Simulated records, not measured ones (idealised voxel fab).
Proc. module: voxel trench capacitor
For reference, the cross-section in this document is cut, with width 275 nm and square cells of 5 nm.
The cross-sections in this document take the form of a grid made of square cells. They are written out as bands, in order from top to bottom. Each band consists of one or more rows of cells. It is stipulated that each band's entry specify, in nanometres, the height of the top of the band and then that of its bottom, followed by the materials of the band in left-to-right sequence, each together with its width in nanometres. A single material marked by the word "full width" is understood to fill the band from edge to edge; the word "empty" is understood to denote empty space. All heights in this document are referenced to 0, defined as the level beneath which the wafer, as received, consists entirely of one material. The lowest band is not bounded below; it extends indefinitely downward and is written in the form "0..down". So if you see something like "30..40" for the width, read it as the top row of the band sitting at the first number and the bottom row at the second, with every row in between moving by the same amount as the last. The cross-section has no changed cell in any step marked "no alterations made". Any empty space of 8 cells or more lacking an open way to the top shows up in "Closed void inventory" as width x height at distance, distance from the left edge, in nm. Heads up: the bit after the settings on a step's line is the simulator's remark on that step. What "overlay nm" on a step's line means: if the step has a mask, that mask lay this far to the right of its planned place, or, when the value is negative, to the left.

-- plan
1: RECEIVE with material Si
2: CONFORMAL_DEP with material SiN, thk nm 10
3: MASKED_ETCH with tone open, mask id TRENCH, width nm 30, pitch nm 60, etch materials SiN, depth nm 10, overlay nm 0
4: MASKED_ETCH with tone open, mask id TRENCH, width nm 30, pitch nm 60, etch materials Si, depth nm 25, overlay nm 0
5: CONFORMAL_DEP with material Al2O3, thk nm 5
6: CONFORMAL_DEP with material TiN, thk nm 5
7: FILL_DEP with material W, thk nm 10
8: CMP with height nm 10

-- Received-state cross-section, reflecting completion of step 1
* 0..down: Si full width
* Closed void inventory: none

-- first wafer at the end, as planned
* 10..0: SiN: 30, Al2O3: 5, TiN: 5, W: 10, TiN: 5, Al2O3: 5, SiN: 30, Al2O3: 5, TiN: 5, W: 10, TiN: 5, Al2O3: 5, SiN: 30, Al2O3: 5, TiN: 5, W: 10, TiN: 5, Al2O3: 5, SiN: 30, Al2O3: 5, TiN: 5, W: 10, TiN: 5, Al2O3: 5, SiN: 35
* 0..-15: Si: 30, Al2O3: 5, TiN: 5, W: 10, TiN: 5, Al2O3: 5, Si: 30, Al2O3: 5, TiN: 5, W: 10, TiN: 5, Al2O3: 5, Si: 30, Al2O3: 5, TiN: 5, W: 10, TiN: 5, Al2O3: 5, Si: 30, Al2O3: 5, TiN: 5, W: 10, TiN: 5, Al2O3: 5, Si: 35
* -15..-20: Si: 30, Al2O3: 5, TiN: 20, Al2O3: 5, Si: 30, Al2O3: 5, TiN: 20, Al2O3: 5, Si: 30, Al2O3: 5, TiN: 20, Al2O3: 5, Si: 30, Al2O3: 5, TiN: 20, Al2O3: 5, Si: 35
* -20..-25: Si: 30, Al2O3: 30, Si: 30, Al2O3: 30, Si: 30, Al2O3: 30, Si: 30, Al2O3: 30, Si: 35
* -25..down: Si full width
* Closed void inventory: none

-- Cross-section, wafer two of two, end of module: same start and plan as wafer one, one error in execution
* 10..0: SiN: 20, Al2O3: 5..15, TiN: 20..10, Al2O3: 5, SiN: 30, Al2O3: 5..15, TiN: 20..10, Al2O3: 5, SiN: 30, Al2O3: 5..15, TiN: 20..10, Al2O3: 5, SiN: 30, Al2O3: 5..15, TiN: 20..10, Al2O3: 5, SiN: 45
* 0..-20: Si: 30, Al2O3: 5, TiN: 10, Al2O3: 5, Si: 40, Al2O3: 5, TiN: 10, Al2O3: 5, Si: 40, Al2O3: 5, TiN: 10, Al2O3: 5, Si: 40, Al2O3: 5, TiN: 10, Al2O3: 5, Si: 45
* -20..-25: Si: 30, Al2O3: 20, Si: 40, Al2O3: 20, Si: 40, Al2O3: 20, Si: 40, Al2O3: 20, Si: 45
* -25..down: Si full width
* Closed void inventory: none
Misprocessing identified: step 3 ran as: MASKED_ETCH with tone open, mask id TRENCH, width nm 30, pitch nm 60, etch materials SiN, depth nm 10, overlay nm -10
It is noted that, at the conclusion of processing, the second wafer exhibits a higher or lower cell count for certain materials relative to the first: 40 more of Si | 40 fewer of W
